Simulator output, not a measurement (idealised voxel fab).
A process module follows: voxel local oxidation.
The figure presents cross-section cut, which has a width of 270 nm and is divided into square cells with an edge length of 5 nm.
A cross-section is a grid of square cells, given in bands from the top down. A band is one or more rows of cells. For a band, the entry starts with two heights in nm, that of the top and then that of the bottom, and carries on with the band's materials in order from left to right, each alongside its width in nm; the word "full width" beside a single material means it fills the band edge to edge, and "empty" means empty space. Height 0 is the level under which the wafer as received is all one material. The lowest band goes on downwards, as in "top 0, no bottom". The width entry "30->40" should be interpreted row by row: the top row of cells in the band takes the first number, the bottom row takes the second number, and the change between adjacent rows is uniform throughout. Where the words "nothing changed" appear for a step, the cross-section shows no cell changed by that step; every cell remained as before. "Entrapped void list": sealed empty spaces, 8 cells or more, no open way to top, listed width x height at distance, with distance from the left edge and width, height and distance in nm. On each step's line, the part that comes after the settings is the simulator's own comment on the step. overlay nm: where the mask lay relative to plan, measured to the right, on steps with a mask; negatives go left.

## Planned process steps
1,RECEIVE,material Si
2,OXIDIZE,depth nm 5
3,CONFORMAL_DEP,material SiN,thk nm 10
4,DIRECTIONAL_DEP,material aC,thk nm 5
5,PATTERN,tone cover,mask id ACTIVE,material resist,width nm 120,thk nm 30,overlay nm 0
6,DIRECTIONAL_ETCH,etch materials aC,depth nm 15
7,STRIP,etch materials resist
8,DIRECTIONAL_ETCH,etch materials SiN,depth nm 10
9,STRIP,etch materials aC
10,SELECTIVE_ETCH,etch materials SiO2,depth nm 5
11,OXIDIZE,depth nm 10
12,STRIP,etch materials SiN
The value of thk nm given for step 4 in the plan refers to the first wafer; the wafers vary in this setting and are alike at the start.

## first wafer as received, after step 1
  top 0, no bottom  Si full width
  Entrapped void list: none

## Last step of the module is step 12; after it, the first of several wafers in cross-section
  top 0, bottom -5  empty 80 | SiO2 110 | empty 80
  top -5, bottom -15  SiO2 90 | Si 90 | SiO2 90
  top -15, no bottom  Si full width
  Entrapped void list: none

## Cross-section of the last wafer at end of module
  top 0, bottom -5  SiO2 full width
  top -5, no bottom  Si full width
  Entrapped void list: none

## Quick key for the table: a row per wafer, taken at the end of the module. For each material it tells you how many cells the wafer gained (+) or lost (-) since it came in, and the closed voids come after
thk nm 5 | -126 Si | +94 SiO2 | Entrapped void list: none
thk nm 10 | -126 Si | +94 SiO2 | Entrapped void list: none
thk nm 15 | -126 Si | +94 SiO2 | Entrapped void list: none
thk nm 20 | -54 Si | +54 SiO2 | Entrapped void list: none
thk nm 25 | -54 Si | +54 SiO2 | Entrapped void list: none
thk nm 30 | -54 Si | +54 SiO2 | Entrapped void list: none
